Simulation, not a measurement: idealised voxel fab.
A process module follows: voxel transistor to metal.
Cross-section cut spans 300 nm and uses square cells 5 nm in size.
When this document writes out a cross-section, it uses a grid of square cells and lists it as bands, beginning at the top and moving down, with a band standing for one or more rows of cells. Quick guide to a band line: top height, bottom height (nm) up front; then every material left to right with its width in nm. Only one material and it's marked "all across"? Then it fills the band edge to edge. And "air" just means empty space. Zero point of the height axis is 0; under it, received wafer = one material. Lowest band: continues down indefinitely, "0 -> down". With a width like "30 to 40", each row of cells in the band differs from the next by the same amount, the top row carrying the first number and the bottom row the second. The cross-section has no changed cell in any step marked "nothing was modified". "Sealed cavities" specifies each empty space that is not open to the top and that occupies no fewer than 8 cells, using the form width x height at distance, the distance measured from the left edge and all three quantities in nm. Whatever follows a step's settings on its line is a remark the simulator itself makes about that step. A step's line can hold "overlay nm"; with a mask on that step, the setting says how far right of the planned place the mask lay, while a negative setting says it lay to the left. Before/after cross-section pairs, one process step each; after shown to lowest changed band; step and settings beneath. Pairs may be from different runs of this module on the same starting wafer; a pair continues from the one above only where its "Prior to step" entry says so.
PRIOR TO STEP
> 40 -> 30 = air 65 nm, SiN 10 nm, SiCN 15 nm, SiN 10 nm, air 95 nm, SiN 10 nm, SiCN 15 nm, SiN 10 nm, air 70 nm
> 30 -> 5 = air 65 nm, SiN 10 nm, polySi 15 nm, SiN 10 nm, air 95 nm, SiN 10 nm, polySi 15 nm, SiN 10 nm, air 70 nm
> 5 -> 0 = air 30 nm, SiN 10 nm, air 25 nm, SiN 10 nm, polySi 15 nm, SiN 10 nm, air 25 nm, SiN 10 nm, air 25 nm, SiN 10 nm, air 25 nm, SiN 10 nm, polySi 15 nm, SiN 10 nm, air 25 nm, SiN 10 nm, air 35 nm
> 0 -> -5 = SiO2 40 nm, air 25 nm, SiO2 35 nm, air 25 nm, SiO2 45 nm, air 25 nm, SiO2 35 nm, air 25 nm, SiO2 45 nm
> -5 -> -15 = SiO2 30 nm, Si 10 nm, air 25 nm, Si 35 nm, air 25 nm, Si 10 nm, SiO2 25 nm, Si 10 nm, air 25 nm, Si 35 nm, air 25 nm, Si 10 nm, SiO2 35 nm
> -15 -> -25 = SiO2 30 nm, Si 105 nm, SiO2 25 nm, Si 105 nm, SiO2 35 nm
> -25 -> down = Si all across
> Sealed cavities: none
SECTION, POST-STEP
> 40 -> 30 = air 65 nm, SiN 10 nm, SiCN 15 nm, SiN 10 nm, air 95 nm, SiN 10 nm, SiCN 15 nm, SiN 10 nm, air 70 nm
> 30 -> 10 = air 65 nm, SiN 10 nm, polySi 15 nm, SiN 10 nm, air 95 nm, SiN 10 nm, polySi 15 nm, SiN 10 nm, air 70 nm
> 10 -> 5 = air 35 nm, SiGe 30 nm, SiN 10 nm, polySi 15 nm, SiN 10 nm, SiGe 30 nm, air 35 nm, SiGe 30 nm, SiN 10 nm, polySi 15 nm, SiN 10 nm, SiGe 30 nm, air 40 nm
> 5 -> 0 = air 30 nm, SiN 10 nm, SiGe 25 nm, SiN 10 nm, polySi 15 nm, SiN 10 nm, SiGe 25 nm, SiN 10 nm, air 25 nm, SiN 10 nm, SiGe 25 nm, SiN 10 nm, polySi 15 nm, SiN 10 nm, SiGe 25 nm, SiN 10 nm, air 35 nm
> 0 -> -5 = SiO2 40 nm, SiGe 25 nm, SiO2 35 nm, SiGe 25 nm, SiO2 45 nm, SiGe 25 nm, SiO2 35 nm, SiGe 25 nm, SiO2 45 nm
> -5 -> -15 = SiO2 30 nm, Si 10 nm, SiGe 25 nm, Si 35 nm, SiGe 25 nm, Si 10 nm, SiO2 25 nm, Si 10 nm, SiGe 25 nm, Si 35 nm, SiGe 25 nm, Si 10 nm, SiO2 35 nm
> Under -15: no change, same as before.
> Sealed cavities: none
In between the before and after cross-sections above, the step is EPI with material SiGe, thk nm 15
Prior to step: the state before this step is the cross-section shown after the step in the pair just above.
SECTION, POST-STEP
> 50 -> 40 = SiO2 all across
> 40 -> 30 = SiO2 65 nm, SiN 10 nm, SiCN 15 nm, SiN 10 nm, SiO2 95 nm, SiN 10 nm, SiCN 15 nm, SiN 10 nm, SiO2 70 nm
> 30 -> 10 = SiO2 65 nm, SiN 10 nm, polySi 15 nm, SiN 10 nm, SiO2 95 nm, SiN 10 nm, polySi 15 nm, SiN 10 nm, SiO2 70 nm
> 10 -> 5 = SiO2 35 nm, SiGe 30 nm, SiN 10 nm, polySi 15 nm, SiN 10 nm, SiGe 30 nm, SiO2 35 nm, SiGe 30 nm, SiN 10 nm, polySi 15 nm, SiN 10 nm, SiGe 30 nm, SiO2 40 nm
> 5 -> 0 = SiO2 30 nm, SiN 10 nm, SiGe 25 nm, SiN 10 nm, polySi 15 nm, SiN 10 nm, SiGe 25 nm, SiN 10 nm, SiO2 25 nm, SiN 10 nm, SiGe 25 nm, SiN 10 nm, polySi 15 nm, SiN 10 nm, SiGe 25 nm, SiN 10 nm, SiO2 35 nm
> Under 0: no change, same as before.
> Sealed cavities: none
In between the before and after cross-sections above, the step is FILL_DEP with material SiO2, thk nm 10
Prior to step: the state before this step is the cross-section shown after the step in the pair just above.
SECTION, POST-STEP
> 35 -> 30 = SiO2 65 nm, SiN 10 nm, SiCN 15 nm, SiN 10 nm, SiO2 95 nm, SiN 10 nm, SiCN 15 nm, SiN 10 nm, SiO2 70 nm
> Under 30: no change, same as before.
> Sealed cavities: none
In between the before and after cross-sections above, the step is CMP with height nm 35
Prior to step: the state before this step is the cross-section shown after the step in the pair just above.
SECTION, POST-STEP
> 50 -> 35 = SiO2 all across
> Under 35: no change, same as before.
> Sealed cavities: none
In between the before and after cross-sections above, the step is DIRECTIONAL_DEP with material SiO2, thk nm 15
Prior to step: the state before this step is the cross-section shown after the step in the pair just above.
SECTION, POST-STEP
> 70 -> 50 = resist 35 nm, air 20 nm, resist 55 nm, air 20 nm, resist 35 nm, air 20 nm, resist 55 nm, air 20 nm, resist 40 nm
> Under 50: no change, same as before.
> Sealed cavities: none
In between the before and after cross-sections above, the step is PATTERN with tone open, mask id CONTACT, material resist, width nm 20, thk nm 20, overlay nm 0
Prior to step: the state before this step is the cross-section shown after the step in the pair just above.
SECTION, POST-STEP
> 70 -> 50 = resist 35 nm, air 20 nm, resist 55 nm, air 20 nm, resist 35 nm, air 20 nm, resist 55 nm, air 20 nm, resist 40 nm
> 50 -> 35 = SiO2 35 nm, air 20 nm, SiO2 55 nm, air 20 nm, SiO2 35 nm, air 20 nm, SiO2 55 nm, air 20 nm, SiO2 40 nm
> 35 -> 30 = SiO2 35 nm, air 20 nm, SiO2 10 nm, SiN 10 nm, SiCN 15 nm, SiN 10 nm, SiO2 10 nm, air 20 nm, SiO2 35 nm, air 20 nm, SiO2 10 nm, SiN 10 nm, SiCN 15 nm, SiN 10 nm, SiO2 10 nm, air 20 nm, SiO2 40 nm
> 30 -> 10 = SiO2 35 nm, air 20 nm, SiO2 10 nm, SiN 10 nm, polySi 15 nm, SiN 10 nm, SiO2 10 nm, air 20 nm, SiO2 35 nm, air 20 nm, SiO2 10 nm, SiN 10 nm, polySi 15 nm, SiN 10 nm, SiO2 10 nm, air 20 nm, SiO2 40 nm
> Under 10: no change, same as before.
> Sealed cavities: none
In between the before and after cross-sections above, the step is DIRECTIONAL_ETCH with etch materials SiO2, depth nm 45
Prior to step: the state before this step is the cross-section shown after the step in the pair just above.
SECTION, POST-STEP
> 50 -> 35 = SiO2 35 nm, air 20 nm, SiO2 55 nm, air 20 nm, SiO2 35 nm, air 20 nm, SiO2 55 nm, air 20 nm, SiO2 40 nm
> Under 35: no change, same as before.
> Sealed cavities: none
In between the before and after cross-sections above, the step is STRIP with etch materials resist
Prior to step: the state before this step is the cross-section shown after the step in the pair just above.
SECTION, POST-STEP
> 55 -> 50 = TiN 40 nm, air 10 nm, TiN 65 nm, air 10 nm, TiN 45 nm, air 10 nm, TiN 65 nm, air 10 nm, TiN 45 nm
> 50 -> 35 = SiO2 35 nm, TiN 5 nm, air 10 nm, TiN 5 nm, SiO2 55 nm, TiN 5 nm, air 10 nm, TiN 5 nm, SiO2 35 nm, TiN 5 nm, air 10 nm, TiN 5 nm, SiO2 55 nm, TiN 5 nm, air 10 nm, TiN 5 nm, SiO2 40 nm
> 35 -> 30 = SiO2 35 nm, TiN 5 nm, air 10 nm, TiN 5 nm, SiO2 10 nm, SiN 10 nm, SiCN 15 nm, SiN 10 nm, SiO2 10 nm, TiN 5 nm, air 10 nm, TiN 5 nm, SiO2 35 nm, TiN 5 nm, air 10 nm, TiN 5 nm, SiO2 10 nm, SiN 10 nm, SiCN 15 nm, SiN 10 nm, SiO2 10 nm, TiN 5 nm, air 10 nm, TiN 5 nm, SiO2 40 nm
> 30 -> 15 = SiO2 35 nm, TiN 5 nm, air 10 nm, TiN 5 nm, SiO2 10 nm, SiN 10 nm, polySi 15 nm, SiN 10 nm, SiO2 10 nm, TiN 5 nm, air 10 nm, TiN 5 nm, SiO2 35 nm, TiN 5 nm, air 10 nm, TiN 5 nm, SiO2 10 nm, SiN 10 nm, polySi 15 nm, SiN 10 nm, SiO2 10 nm, TiN 5 nm, air 10 nm, TiN 5 nm, SiO2 40 nm
> 15 -> 10 = SiO2 35 nm, TiN 20 nm, SiO2 10 nm, SiN 10 nm, polySi 15 nm, SiN 10 nm, SiO2 10 nm, TiN 20 nm, SiO2 35 nm, TiN 20 nm, SiO2 10 nm, SiN 10 nm, polySi 15 nm, SiN 10 nm, SiO2 10 nm, TiN 20 nm, SiO2 40 nm
> Under 10: no change, same as before.
> Sealed cavities: none
In between the before and after cross-sections above, the step is CONFORMAL_DEP with material TiN, thk nm 5
Prior to step: the state before this step is the cross-section shown after the step in the pair just above.
SECTION, POST-STEP
> 60 -> 55 = W all across
> 55 -> 50 = TiN 40 nm, W 10 nm, TiN 65 nm, W 10 nm, TiN 45 nm, W 10 nm, TiN 65 nm, W 10 nm, TiN 45 nm
> 50 -> 35 = SiO2 35 nm, TiN 5 nm, W 10 nm, TiN 5 nm, SiO2 55 nm, TiN 5 nm, W 10 nm, TiN 5 nm, SiO2 35 nm, TiN 5 nm, W 10 nm, TiN 5 nm, SiO2 55 nm, TiN 5 nm, W 10 nm, TiN 5 nm, SiO2 40 nm
> 35 -> 30 = SiO2 35 nm, TiN 5 nm, W 10 nm, TiN 5 nm, SiO2 10 nm, SiN 10 nm, SiCN 15 nm, SiN 10 nm, SiO2 10 nm, TiN 5 nm, W 10 nm, TiN 5 nm, SiO2 35 nm, TiN 5 nm, W 10 nm, TiN 5 nm, SiO2 10 nm, SiN 10 nm, SiCN 15 nm, SiN 10 nm, SiO2 10 nm, TiN 5 nm, W 10 nm, TiN 5 nm, SiO2 40 nm
> 30 -> 15 = SiO2 35 nm, TiN 5 nm, W 10 nm, TiN 5 nm, SiO2 10 nm, SiN 10 nm, polySi 15 nm, SiN 10 nm, SiO2 10 nm, TiN 5 nm, W 10 nm, TiN 5 nm, SiO2 35 nm, TiN 5 nm, W 10 nm, TiN 5 nm, SiO2 10 nm, SiN 10 nm, polySi 15 nm, SiN 10 nm, SiO2 10 nm, TiN 5 nm, W 10 nm, TiN 5 nm, SiO2 40 nm
> Under 15: no change, same as before.
> Sealed cavities: none
In between the before and after cross-sections above, the step is FILL_DEP with material W, thk nm 5
Prior to step: the state before this step is the cross-section shown after the step in the pair just above.
SECTION, POST-STEP
> 50 -> 35 = SiO2 35 nm, TiN 5 nm, W 10 nm, TiN 5 nm, SiO2 55 nm, TiN 5 nm, W 10 nm, TiN 5 nm, SiO2 35 nm, TiN 5 nm, W 10 nm, TiN 5 nm, SiO2 55 nm, TiN 5 nm, W 10 nm, TiN 5 nm, SiO2 40 nm
> Under 35: no change, same as before.
> Sealed cavities: none
In between the before and after cross-sections above, the step is CMP with height nm 50
Prior to step: the state before this step is the cross-section shown after the step in the pair just above.
SECTION, POST-STEP
> 55 -> 50 = TiN all across
> Under 50: no change, same as before.
> Sealed cavities: none
In between the before and after cross-sections above, the step is DIRECTIONAL_DEP with material TiN, thk nm 5
Prior to step: the state before this step is the cross-section shown after the step in the pair just above.
SECTION, POST-STEP
> 75 -> 55 = W all across
> Under 55: no change, same as before.
> Sealed cavities: none
In between the before and after cross-sections above, the step is DIRECTIONAL_DEP with material W, thk nm 20
Prior to step: the state before this step is the cross-section shown after the step in the pair just above.
SECTION, POST-STEP
> 75 -> 55 = air 35 nm, W 20 nm, air 55 nm, W 20 nm, air 35 nm, W 20 nm, air 55 nm, W 20 nm, air 40 nm
> Under 55: no change, same as before.
> Sealed cavities: none
In between the before and after cross-sections above, the step is MASKED_ETCH with tone cover, mask id METAL_1, width nm 20, etch materials W, depth nm 20, overlay nm 0
Prior to step: the state before this step is the cross-section shown after the step in the pair just above.
SECTION, POST-STEP
> 75 -> 55 = air 35 nm, W 20 nm, air 55 nm, W 20 nm, air 35 nm, W 20 nm, air 55 nm, W 20 nm, air 40 nm
> 55 -> 50 = air 35 nm, TiN 20 nm, air 55 nm, TiN 20 nm, air 35 nm, TiN 20 nm, air 55 nm, TiN 20 nm, air 40 nm
> Under 50: no change, same as before.
> Sealed cavities: none
In between the before and after cross-sections above, the step is MASKED_ETCH with tone cover, mask id METAL_1, width nm 20, etch materials TiN, depth nm 5, overlay nm 0
Prior to step: the state before this step is the cross-section shown after the step in the pair just above.
SECTION, POST-STEP
> 80 -> 75 = SiO2 all across
> 75 -> 55 = SiO2 35 nm, W 20 nm, SiO2 55 nm, W 20 nm, SiO2 35 nm, W 20 nm, SiO2 55 nm, W 20 nm, SiO2 40 nm
> 55 -> 50 = SiO2 35 nm, TiN 20 nm, SiO2 55 nm, TiN 20 nm, SiO2 35 nm, TiN 20 nm, SiO2 55 nm, TiN 20 nm, SiO2 40 nm
> Under 50: no change, same as before.
> Sealed cavities: none
In between the before and after cross-sections above, the step is FILL_DEP with material SiO2, thk nm 5
Prior to step: the state before this step is the cross-section shown after the step in the pair just above.
SECTION, POST-STEP
> 75 -> 55 = SiO2 35 nm, W 20 nm, SiO2 55 nm, W 20 nm, SiO2 35 nm, W 20 nm, SiO2 55 nm, W 20 nm, SiO2 40 nm
> Under 55: no change, same as before.
> Sealed cavities: none
In between the before and after cross-sections above, the step is CMP with height nm 75
Prior to step: the state before this step is the cross-section shown after the step in the pair just above.
SECTION, POST-STEP
> 80 -> 75 = SiCN all across
> Under 75: no change, same as before.
> Sealed cavities: none
In between the before and after cross-sections above, the step is CONFORMAL_DEP with material SiCN, thk nm 5
Prior to step: the state before this step is the cross-section shown after the step in the pair just above.
SECTION, POST-STEP
> 110 -> 80 = lowk all across
> Under 80: no change, same as before.
> Sealed cavities: none
In between the before and after cross-sections above, the step is DIRECTIONAL_DEP with material lowk, thk nm 30
Prior to step: the state before this step is the cross-section shown after the step in the pair just above.
SECTION, POST-STEP
> 120 -> 110 = aC all across
> Under 110: no change, same as before.
> Sealed cavities: none
In between the before and after cross-sections above, the step is DIRECTIONAL_DEP with material aC, thk nm 10
Prior to step: the state before this step is the cross-section shown after the step in the pair just above.
SECTION, POST-STEP
> 150 -> 120 = resist 35 nm, air 20 nm, resist 110 nm, air 20 nm, resist 115 nm
> Under 120: no change, same as before.
> Sealed cavities: none
In between the before and after cross-sections above, the step is PATTERN with tone open, mask id METAL_2, material resist, width nm 20, pitch nm 130, thk nm 30, overlay nm 0
Prior to step: the state before this step is the cross-section shown after the step in the pair just above.
SECTION, POST-STEP
> 140 -> 120 = resist 35 nm, air 20 nm, resist 110 nm, air 20 nm, resist 115 nm
> 120 -> 110 = aC 35 nm, air 20 nm, aC 110 nm, air 20 nm, aC 115 nm
> Under 110: no change, same as before.
> Sealed cavities: none
In between the before and after cross-sections above, the step is DIRECTIONAL_ETCH with etch materials aC, depth nm 10
Prior to step: the state before this step is the cross-section shown after the step in the pair just above.
SECTION, POST-STEP
> 120 -> 110 = aC 35 nm, air 20 nm, aC 110 nm, air 20 nm, aC 115 nm
> Under 110: no change, same as before.
> Sealed cavities: none
In between the before and after cross-sections above, the step is STRIP with etch materials resist
Prior to step: the state before this step is the cross-section shown after the step in the pair just above.
SECTION, POST-STEP
> 120 -> 110 = aC 35 nm, air 20 nm, aC 110 nm, air 20 nm, aC 115 nm
> 110 -> 95 = lowk 35 nm, air 20 nm, lowk 110 nm, air 20 nm, lowk 115 nm
> Under 95: no change, same as before.
> Sealed cavities: none
In between the before and after cross-sections above, the step is DIRECTIONAL_ETCH with etch materials lowk, depth nm 15
Prior to step: the state before this step is the cross-section shown after the step in the pair just above.
SECTION, POST-STEP
> 110 -> 95 = lowk 35 nm, air 20 nm, lowk 110 nm, air 20 nm, lowk 115 nm
> Under 95: no change, same as before.
> Sealed cavities: none
In between the before and after cross-sections above, the step is STRIP with etch materials aC
Prior to step: the state before this step is the cross-section shown after the step in the pair just above.
SECTION, POST-STEP
> 120 -> 110 = aC 35 nm, air 20 nm, aC 110 nm, air 20 nm, aC 115 nm
> 110 -> 105 = lowk 35 nm, air 20 nm, lowk 110 nm, air 20 nm, lowk 115 nm
> 105 -> 95 = lowk 35 nm, aC 20 nm, lowk 110 nm, aC 20 nm, lowk 115 nm
> Under 95: no change, same as before.
> Sealed cavities: none
In between the before and after cross-sections above, the step is DIRECTIONAL_DEP with material aC, thk nm 10
Prior to step: the state before this step is the cross-section shown after the step in the pair just above.
SECTION, POST-STEP
> 145 -> 120 = resist 35 nm, air 15 nm, resist 115 nm, air 15 nm, resist 120 nm
> 120 -> 110 = aC 35 nm, air 15 nm, resist 5 nm, aC 110 nm, air 15 nm, resist 5 nm, aC 115 nm
> 110 -> 105 = lowk 35 nm, air 15 nm, resist 5 nm, lowk 110 nm, air 15 nm, resist 5 nm, lowk 115 nm
> Under 105: no change, same as before.
> Sealed cavities: none
In between the before and after cross-sections above, the step is PATTERN with tone open, mask id METAL_2_HOLES, material resist, width nm 15, pitch nm 130, thk nm 25, overlay nm 0
Prior to step: the state before this step is the cross-section shown after the step in the pair just above.
SECTION, POST-STEP
> 135 -> 120 = resist 35 nm, air 15 nm, resist 115 nm, air 15 nm, resist 120 nm
> 120 -> 110 = aC 35 nm, air 15 nm, resist 5 nm, aC 110 nm, air 15 nm, resist 5 nm, aC 115 nm
> 110 -> 105 = lowk 35 nm, air 15 nm, resist 5 nm, lowk 110 nm, air 15 nm, resist 5 nm, lowk 115 nm
> 105 -> 95 = lowk 35 nm, air 15 nm, aC 5 nm, lowk 110 nm, air 15 nm, aC 5 nm, lowk 115 nm
> Under 95: no change, same as before.
> Sealed cavities: none
In between the before and after cross-sections above, the step is DIRECTIONAL_ETCH with etch materials aC, depth nm 10
Prior to step: the state before this step is the cross-section shown after the step in the pair just above.
SECTION, POST-STEP
> 120 -> 110 = aC 35 nm, air 20 nm, aC 110 nm, air 20 nm, aC 115 nm
> 110 -> 105 = lowk 35 nm, air 20 nm, lowk 110 nm, air 20 nm, lowk 115 nm
> Under 105: no change, same as before.
> Sealed cavities: none
In between the before and after cross-sections above, the step is STRIP with etch materials resist
Prior to step: the state before this step is the cross-section shown after the step in the pair just above.
SECTION, POST-STEP
> 120 -> 110 = aC 35 nm, air 20 nm, aC 110 nm, air 20 nm, aC 115 nm
> 110 -> 105 = lowk 35 nm, air 20 nm, lowk 110 nm, air 20 nm, lowk 115 nm
> 105 -> 95 = lowk 35 nm, air 15 nm, aC 5 nm, lowk 110 nm, air 15 nm, aC 5 nm, lowk 115 nm
> 95 -> 80 = lowk 35 nm, air 15 nm, lowk 115 nm, air 15 nm, lowk 120 nm
> Under 80: no change, same as before.
> Sealed cavities: none
In between the before and after cross-sections above, the step is DIRECTIONAL_ETCH with etch materials lowk, depth nm 15
Prior to step: the state before this step is the cross-section shown after the step in the pair just above.
SECTION, POST-STEP
> 120 -> 110 = aC 35 nm, air 20 nm, aC 110 nm, air 20 nm, aC 115 nm
> 110 -> 105 = lowk 35 nm, air 20 nm, lowk 110 nm, air 20 nm, lowk 115 nm
> 105 -> 95 = lowk 35 nm, air 15 nm, aC 5 nm, lowk 110 nm, air 15 nm, aC 5 nm, lowk 115 nm
> 95 -> 80 = lowk 35 nm, air 15 nm, lowk 115 nm, air 15 nm, lowk 120 nm
> 80 -> 75 = SiCN 35 nm, air 15 nm, SiCN 115 nm, air 15 nm, SiCN 120 nm
> Under 75: no change, same as before.
> Sealed cavities: none
In between the before and after cross-sections above, the step is DIRECTIONAL_ETCH with etch materials SiCN, depth nm 5
Prior to step: the state before this step is the cross-section shown after the step in the pair just above.
SECTION, POST-STEP
> 110 -> 95 = lowk 35 nm, air 20 nm, lowk 110 nm, air 20 nm, lowk 115 nm
> Under 95: no change, same as before.
> Sealed cavities: none
In between the before and after cross-sections above, the step is STRIP with etch materials aC
Prior to step: the state before this step is the cross-section shown after the step in the pair just above.
SECTION, POST-STEP
> 115 -> 110 = TiN 40 nm, air 10 nm, TiN 120 nm, air 10 nm, TiN 120 nm
> 110 -> 100 = lowk 35 nm, TiN 5 nm, air 10 nm, TiN 5 nm, lowk 110 nm, TiN 5 nm, air 10 nm, TiN 5 nm, lowk 115 nm
> 100 -> 95 = lowk 35 nm, TiN 5 nm, air 5 nm, TiN 10 nm, lowk 110 nm, TiN 5 nm, air 5 nm, TiN 10 nm, lowk 115 nm
> 95 -> 80 = lowk 35 nm, TiN 5 nm, air 5 nm, TiN 5 nm, lowk 115 nm, TiN 5 nm, air 5 nm, TiN 5 nm, lowk 120 nm
> 80 -> 75 = SiCN 35 nm, TiN 15 nm, SiCN 115 nm, TiN 15 nm, SiCN 120 nm
> Under 75: no change, same as before.
> Sealed cavities: none
In between the before and after cross-sections above, the step is CONFORMAL_DEP with material TiN, thk nm 5
Prior to step: the state before this step is the cross-section shown after the step in the pair just above.
SECTION, POST-STEP
> 125 -> 115 = Cu all across
> 115 -> 110 = TiN 40 nm, Cu 10 nm, TiN 120 nm, Cu 10 nm, TiN 120 nm
> 110 -> 100 = lowk 35 nm, TiN 5 nm, Cu 10 nm, TiN 5 nm, lowk 110 nm, TiN 5 nm, Cu 10 nm, TiN 5 nm, lowk 115 nm
> 100 -> 95 = lowk 35 nm, TiN 5 nm, Cu 5 nm, TiN 10 nm, lowk 110 nm, TiN 5 nm, Cu 5 nm, TiN 10 nm, lowk 115 nm
> 95 -> 80 = lowk 35 nm, TiN 5 nm, Cu 5 nm, TiN 5 nm, lowk 115 nm, TiN 5 nm, Cu 5 nm, TiN 5 nm, lowk 120 nm
> Under 80: no change, same as before.
> Sealed cavities: none
In between the before and after cross-sections above, the step is FILL_DEP with material Cu, thk nm 10
Prior to step: the state before this step is the cross-section shown after the step in the pair just above.
SECTION, POST-STEP
> 110 -> 100 = lowk 35 nm, TiN 5 nm, Cu 10 nm, TiN 5 nm, lowk 110 nm, TiN 5 nm, Cu 10 nm, TiN 5 nm, lowk 115 nm
> Under 100: no change, same as before.
> Sealed cavities: none
In between the before and after cross-sections above, the step is CMP with height nm 110
Prior to step: the state before this step is the cross-section shown after the step in the pair just above.
SECTION, POST-STEP
> 115 -> 110 = SiCN all across
> Under 110: no change, same as before.
> Sealed cavities: none
In between the before and after cross-sections above, the step is CONFORMAL_DEP with material SiCN, thk nm 5
PRIOR TO STEP
> 5 -> -5 = SiO2 25 nm, air 115 nm, SiO2 15 nm, air 115 nm, SiO2 30 nm
> -5 -> -10 = SiO2 all across
> -10 -> -25 = SiO2 30 nm, Si 105 nm, SiO2 25 nm, Si 105 nm, SiO2 35 nm
> -25 -> down = Si all across
> Sealed cavities: none
SECTION, POST-STEP
> 40 -> 30 = polySi 25 nm, air 115 nm, polySi 15 nm, air 115 nm, polySi 30 nm
> 30 -> 5 = polySi all across
> 5 -> -5 = SiO2 25 nm, polySi 115 nm, SiO2 15 nm, polySi 115 nm, SiO2 30 nm
> Under -5: no change, same as before.
> Sealed cavities: none
In between the before and after cross-sections above, the step is DIRECTIONAL_DEP with material polySi, thk nm 35
Prior to step: the state before this step is the cross-section shown after the step in the pair just above.
SECTION, POST-STEP
> 50 -> 40 = SiCN 25 nm, air 115 nm, SiCN 15 nm, air 115 nm, SiCN 30 nm
> 40 -> 30 = polySi 25 nm, SiCN 115 nm, polySi 15 nm, SiCN 115 nm, polySi 30 nm
> Under 30: no change, same as before.
> Sealed cavities: none
In between the before and after cross-sections above, the step is DIRECTIONAL_DEP with material SiCN, thk nm 10
Prior to step: the state before this step is the cross-section shown after the step in the pair just above.
SECTION, POST-STEP
> 70 -> 50 = air 75 nm, resist 15 nm, air 115 nm, resist 15 nm, air 80 nm
> 50 -> 40 = SiCN 25 nm, air 50 nm, resist 15 nm, air 50 nm, SiCN 15 nm, air 50 nm, resist 15 nm, air 50 nm, SiCN 30 nm
> Under 40: no change, same as before.
> Sealed cavities: none
In between the before and after cross-sections above, the step is PATTERN with tone cover, mask id GATE, material resist, width nm 15, pitch nm 130, thk nm 20, overlay nm 0
Prior to step: the state before this step is the cross-section shown after the step in the pair just above.
SECTION, POST-STEP
> 70 -> 40 = air 75 nm, resist 15 nm, air 115 nm, resist 15 nm, air 80 nm
> 40 -> 30 = polySi 25 nm, air 50 nm, SiCN 15 nm, air 50 nm, polySi 15 nm, air 50 nm, SiCN 15 nm, air 50 nm, polySi 30 nm
> Under 30: no change, same as before.
> Sealed cavities: none
In between the before and after cross-sections above, the step is DIRECTIONAL_ETCH with etch materials SiCN, depth nm 20
Prior to step: the state before this step is the cross-section shown after the step in the pair just above.
SECTION, POST-STEP
> 70 -> 40 = air 75 nm, resist 15 nm, air 115 nm, resist 15 nm, air 80 nm
> 40 -> 30 = air 75 nm, SiCN 15 nm, air 115 nm, SiCN 15 nm, air 80 nm
> 30 -> 5 = air 75 nm, polySi 15 nm, air 115 nm, polySi 15 nm, air 80 nm
> 5 -> -5 = SiO2 25 nm, air 50 nm, polySi 15 nm, air 50 nm, SiO2 15 nm, air 50 nm, polySi 15 nm, air 50 nm, SiO2 30 nm
> Under -5: no change, same as before.
> Sealed cavities: none
In between the before and after cross-sections above, the step is DIRECTIONAL_ETCH with etch materials polySi, depth nm 40
Prior to step: the state before this step is the cross-section shown after the step in the pair just above.
SECTION, POST-STEP
> 40 -> 30 = air 75 nm, SiCN 15 nm, air 115 nm, SiCN 15 nm, air 80 nm
> Under 30: no change, same as before.
> Sealed cavities: none
In between the before and after cross-sections above, the step is STRIP with etch materials resist
Prior to step: the state before this step is the cross-section shown after the step in the pair just above.
SECTION, POST-STEP
> 50 -> 40 = air 65 nm, SiN 35 nm, air 95 nm, SiN 35 nm, air 70 nm
> 40 -> 30 = air 65 nm, SiN 10 nm, SiCN 15 nm, SiN 10 nm, air 95 nm, SiN 10 nm, SiCN 15 nm, SiN 10 nm, air 70 nm
> 30 -> 15 = air 65 nm, SiN 10 nm, polySi 15 nm, SiN 10 nm, air 95 nm, SiN 10 nm, polySi 15 nm, SiN 10 nm, air 70 nm
> 15 -> 5 = SiN 35 nm, air 30 nm, SiN 10 nm, polySi 15 nm, SiN 10 nm, air 30 nm, SiN 35 nm, air 30 nm, SiN 10 nm, polySi 15 nm, SiN 10 nm, air 30 nm, SiN 40 nm
> 5 -> -5 = SiO2 25 nm, SiN 50 nm, polySi 15 nm, SiN 50 nm, SiO2 15 nm, SiN 50 nm, polySi 15 nm, SiN 50 nm, SiO2 30 nm
> Under -5: no change, same as before.
> Sealed cavities: none
In between the before and after cross-sections above, the step is CONFORMAL_DEP with material SiN, thk nm 10
Prior to step: the state before this step is the cross-section shown after the step in the pair just above.
SECTION, POST-STEP
> 40 -> 30 = air 65 nm, SiN 10 nm, SiCN 15 nm, SiN 10 nm, air 95 nm, SiN 10 nm, SiCN 15 nm, SiN 10 nm, air 70 nm
> 30 -> 5 = air 65 nm, SiN 10 nm, polySi 15 nm, SiN 10 nm, air 95 nm, SiN 10 nm, polySi 15 nm, SiN 10 nm, air 70 nm
> 5 -> -5 = SiO2 25 nm, SiN 10 nm, air 30 nm, SiN 10 nm, polySi 15 nm, SiN 10 nm, air 30 nm, SiN 10 nm, SiO2 15 nm, SiN 10 nm, air 30 nm, SiN 10 nm, polySi 15 nm, SiN 10 nm, air 30 nm, SiN 10 nm, SiO2 30 nm
> Under -5: no change, same as before.
> Sealed cavities: none
In between the before and after cross-sections above, the step is DIRECTIONAL_ETCH with etch materials SiN, depth nm 10
Prior to step: the state before this step is the cross-section shown after the step in the pair just above.
SECTION, POST-STEP
> 40 -> 30 = air 65 nm, SiN 10 nm, SiCN 15 nm, SiN 10 nm, air 95 nm, SiN 10 nm, SiCN 15 nm, SiN 10 nm, air 70 nm
> 30 -> 5 = air 65 nm, SiN 10 nm, polySi 15 nm, SiN 10 nm, air 95 nm, SiN 10 nm, polySi 15 nm, SiN 10 nm, air 70 nm
> 5 -> 0 = air 25 nm, SiN 10 nm, air 30 nm, SiN 10 nm, polySi 15 nm, SiN 10 nm, air 30 nm, SiN 10 nm, air 15 nm, SiN 10 nm, air 30 nm, SiN 10 nm, polySi 15 nm, SiN 10 nm, air 30 nm, SiN 10 nm, air 30 nm
> 0 -> -5 = SiO2 25 nm, SiN 10 nm, air 30 nm, SiN 10 nm, polySi 15 nm, SiN 10 nm, air 30 nm, SiN 10 nm, SiO2 15 nm, SiN 10 nm, air 30 nm, SiN 10 nm, polySi 15 nm, SiN 10 nm, air 30 nm, SiN 10 nm, SiO2 30 nm
> -5 -> -10 = SiO2 35 nm, air 30 nm, SiO2 35 nm, air 30 nm, SiO2 35 nm, air 30 nm, SiO2 35 nm, air 30 nm, SiO2 40 nm
> Under -10: no change, same as before.
> Sealed cavities: none
In between the before and after cross-sections above, the step is DIRECTIONAL_ETCH with etch materials SiO2, depth nm 5
